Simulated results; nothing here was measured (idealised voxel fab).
Proc. module: voxel self aligned contacts
Pictured: cross-section cut, 300 nm wide, on a grid of 5 nm square cells.
Bands, listed from the top down, are how a cross-section gets written in this document; the cross-section itself is a grid of square cells, and a band is one or more rows of them. Each band's line starts with the height of the band's top and of its bottom, in nm. Then come its materials from left to right, each with its width in nm. One material with "full width" fills the band from edge to edge. "empty" is empty space. Height 0 is the level under which the wafer as received is all one material. The lowest band goes on downwards, as in "0 down". Width "30->40": first value at the band's top row of cells, second value at its bottom row, equal change from row to row. "no modification" (step): cross-section cells unchanged, all of them. Empty spaces counting at least 8 cells and having no open way to the top are listed in "Closed voids list". The notation width x height at distance is used for each, the distance being from the left edge and all three values in nm. It should be noted that, on the line of a given step, the content following the step's settings is a remark produced by the simulator itself with respect to that step. On any step carrying a mask, the "overlay nm" setting, if present on the step's line, tells how far right of its planned place the mask lay; negative values point to the left.
-- Below is the list of planned process steps
1: RECEIVE, material Si
2: OXIDIZE, depth nm 5
3: DIRECTIONAL_DEP, material polySi, thk nm 30
4: DIRECTIONAL_DEP, material SiN, thk nm 20
5: DIRECTIONAL_DEP, material aC, thk nm 10
6: PATTERN, tone cover, mask id GATE, material resist, width nm 30, pitch nm 65, thk nm 30, overlay nm 0
7: DIRECTIONAL_ETCH, etch materials aC, depth nm 10
8: STRIP, etch materials resist
9: DIRECTIONAL_ETCH, etch materials SiN, depth nm 20
10: DIRECTIONAL_ETCH, etch materials polySi, depth nm 30
11: STRIP, etch materials aC
12: CONFORMAL_DEP, material SiN, thk nm 5
13: DIRECTIONAL_ETCH, etch materials SiN, depth nm 5
14: FILL_DEP, material SiO2, thk nm 10
15: CMP, height nm 55
16: MASKED_ETCH, tone open, mask id CONTACT, width nm 45, pitch nm 65, etch materials SiO2, depth nm 60, overlay nm 0
17: CONFORMAL_DEP, material TiN, thk nm 5
18: FILL_DEP, material Ru, thk nm 10
19: CMP, height nm 55
20: CONFORMAL_DEP, material SiN, thk nm 5
-- Here's what the wafer looked like in cross-section when it arrived - that's after step 1
    0 down  Si full width
    Closed voids list: none
-- The module was run from the start shown above using the plan shown above, but one mistake was made doing it; the resulting wafer cross-section is below
    60 to 55  SiN full width
    55 to 50  95 SiO2 | 15 TiN | 15 Ru | 15 TiN | 20 SiO2 | 15 TiN | 15 Ru | 15 TiN | 95 SiO2
    50 to 30  65 SiO2 | 40 SiN | 5 TiN | 15 Ru | 5 TiN | 40 SiN | 5 TiN | 15 Ru | 5 TiN | 40 SiN | 65 SiO2
    30 to 10  65 SiO2 | 5 SiN | 30 polySi | 5 SiN | 5 TiN | 15 Ru | 5 TiN | 5 SiN | 30 polySi | 5 SiN | 5 TiN | 15 Ru | 5 TiN | 5 SiN | 30 polySi | 5 SiN | 65 SiO2
    10 to 5  65 SiO2 | 5 SiN | 30 polySi | 5 SiN | 25 TiN | 5 SiN | 30 polySi | 5 SiN | 25 TiN | 5 SiN | 30 polySi | 5 SiN | 65 SiO2
    5 to 0  70 SiN | 30 polySi | 35 SiN | 30 polySi | 35 SiN | 30 polySi | 70 SiN
    0 to -5  SiO2 full width
    -5 down  Si full width
    Closed voids list: none
In executing the process, a mistake was made relative to the plan: a sequencing error occurred in which plan steps 12 and 13 were transposed
